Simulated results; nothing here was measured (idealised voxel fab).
Title: Process Module voxel spacer lines
Each square cell in cross-section cut measures 5 nm, and the section as a whole is 150 nm wide.
Notation: cross-section as square-cell grid; stated in bands, top first, going down; one or more cell rows per band. This entry defines a band. It first specifies the height of the band's top and the height of its bottom in nm, and then specifies the band's materials from left to right, stating each material with its width in nm. The word "throughout" identifies a single material that fills the band from edge to edge, while the word "air" identifies empty space. Heights are expressed relative to 0, this being the level below which the as-received wafer comprises one material exclusively. The lowest band is unbounded in the downward direction and is denoted as in "0 nm and below". Quick explanation for "30 to 40": the width changes in equal steps down the rows of cells, from the first number in the band's top row to the second number in its bottom row. Basically "nothing altered" means that step didn't change any cell in the cross-section. The entry titled "Closed cavities" provides the empty spaces that have no open way to the top, restricted to those of 8 cells or more. Each is presented as width x height at distance, the distance being measured from the left edge, with all three in nm. What comes after the settings on a step's line is commentary from the simulator itself on that step. A step line may carry the setting "overlay nm", which, for steps involving a mask, states the distance by which the mask lay to the right of its intended position; negative values denote displacement to the left.

Process steps (planned)
1. RECEIVE, material Si
2. CONFORMAL_DEP, material Al2O3, thk nm 5
3. DIRECTIONAL_DEP, material SiN, thk nm 20
4. DIRECTIONAL_DEP, material aC, thk nm 20
5. PATTERN, tone cover, mask id MANDREL, material resist, width nm 25, pitch nm 80, thk nm 30, overlay nm 0
6. DIRECTIONAL_ETCH, etch materials aC, depth nm 20
7. STRIP, etch materials resist
8. CONFORMAL_DEP, material SiO2, thk nm 15
9. DIRECTIONAL_ETCH, etch materials SiO2, depth nm 15
10. STRIP, etch materials aC
11. DIRECTIONAL_ETCH, etch materials SiN, depth nm 20
12. STRIP, etch materials SiO2

Delivered wafer in cross-section: state after step 1
	0 nm and below | Si throughout
	Closed cavities: none

First of two wafers at the end of the module, shown in cross-section; run carried out as planned
	25 nm to 5 nm | air 5 | SiN 15 | air 25 | SiN 15 | air 25 | SiN 15 | air 25 | SiN 15 | air 10
	5 nm to 0 nm | Al2O3 throughout
	0 nm and below | Si throughout
	Closed cavities: none

Second wafer at the end: like start, like plan, one mistake
	20 nm to 0 nm | air 5 | SiN 15 | air 25 | SiN 15 | air 25 | SiN 15 | air 25 | SiN 15 | air 10
	0 nm and below | Si throughout
	Closed cavities: none
It is concluded that the wafer was processed incorrectly with respect to the plan, in that not run: step 2 of the plan (skipped)
Final tally in cells, some materials are higher or lower on the second wafer than on the first: 30 fewer of Al2O3
